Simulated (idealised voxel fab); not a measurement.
Presented below is a process module, voxel ribs on slabs.
This is section cut - it's 235 nm across, gridded in 5 nm square cells.
Cross-section, as written here: a square-cell grid given band by band from the top down, where a band holds one or more rows of cells.
Each band's line starts with the height of the band's top and of its bottom, in nm. Then come its materials from left to right, each with its width in nm. One material with "full width" fills the band from edge to edge. "air" is empty space.
Heights are reckoned from 0. Under this level, the received wafer is all of one material. The bottommost band is open-ended downward, for example "0 -> down".
So if you see something like "30->40" for the width, read it as the top row of the band sitting at the first number and the bottom row at the second, with every row in between moving by the same amount as the last.
When a step is marked "stayed the same", none of the cells in the cross-section changed during that step.
Any empty space of 8 cells or more lacking an open way to the top shows up in "Closed voids list" as width x height at distance, distance from the left edge, in nm.
Whatever follows a step's settings on its line is a remark the simulator itself makes about that step.
overlay nm: mask offset rightward from planned place, masked step; negative means leftward offset.

Below is the list of planned process steps
1: RECEIVE | material Si
2: DIRECTIONAL_DEP | material SiO2 | thk nm 20
3: DIRECTIONAL_DEP | material polySi | thk nm 15
4: DIRECTIONAL_DEP | material aC | thk nm 15
5: PATTERN | tone cover | mask id RIB | material resist | width nm 30 | thk nm 30 | overlay nm 0
6: DIRECTIONAL_ETCH | etch materials aC | depth nm 15
7: STRIP | etch materials resist
8: DIRECTIONAL_ETCH | etch materials polySi | depth nm 5
9: STRIP | etch materials aC
10: MASKED_ETCH | tone cover | mask id SLAB | width nm 80 | etch materials polySi | depth nm 10 | overlay nm 0
11: FILL_DEP | material SiO2 | thk nm 30
12: CMP | height nm 55
13: DIRECTIONAL_DEP | material W | thk nm 5
14: DIRECTIONAL_DEP | material aC | thk nm 15
15: PATTERN | tone cover | mask id HEATER | material resist | width nm 40 | thk nm 30 | overlay nm 0
16: DIRECTIONAL_ETCH | etch materials aC | depth nm 15
17: STRIP | etch materials resist
18: DIRECTIONAL_ETCH | etch materials W | depth nm 5
19: STRIP | etch materials aC
20: CONFORMAL_DEP | material SiO2 | thk nm 5

Received-state cross-section, reflecting completion of step 1
	0 -> down  Si full width
	Closed voids list: none

Final wafer profile in cross-section after the module, from the same start and plan as above, with one mistake made during processing
	65 -> 60  90 nm air  50 nm SiO2  95 nm air
	60 -> 55  95 nm SiO2  40 nm W  100 nm SiO2
	55 -> 35  SiO2 full width
	35 -> 30  110 nm SiO2  30 nm polySi  95 nm SiO2
	30 -> 20  75 nm SiO2  80 nm polySi  80 nm SiO2
	20 -> 0  SiO2 full width
	0 -> down  Si full width
	Closed voids list: none
What was done differently from what was planned? the process deviated at step 5: the operation and settings actually run there were PATTERN | tone cover | mask id RIB | material resist | width nm 30 | thk nm 30 | overlay nm 10
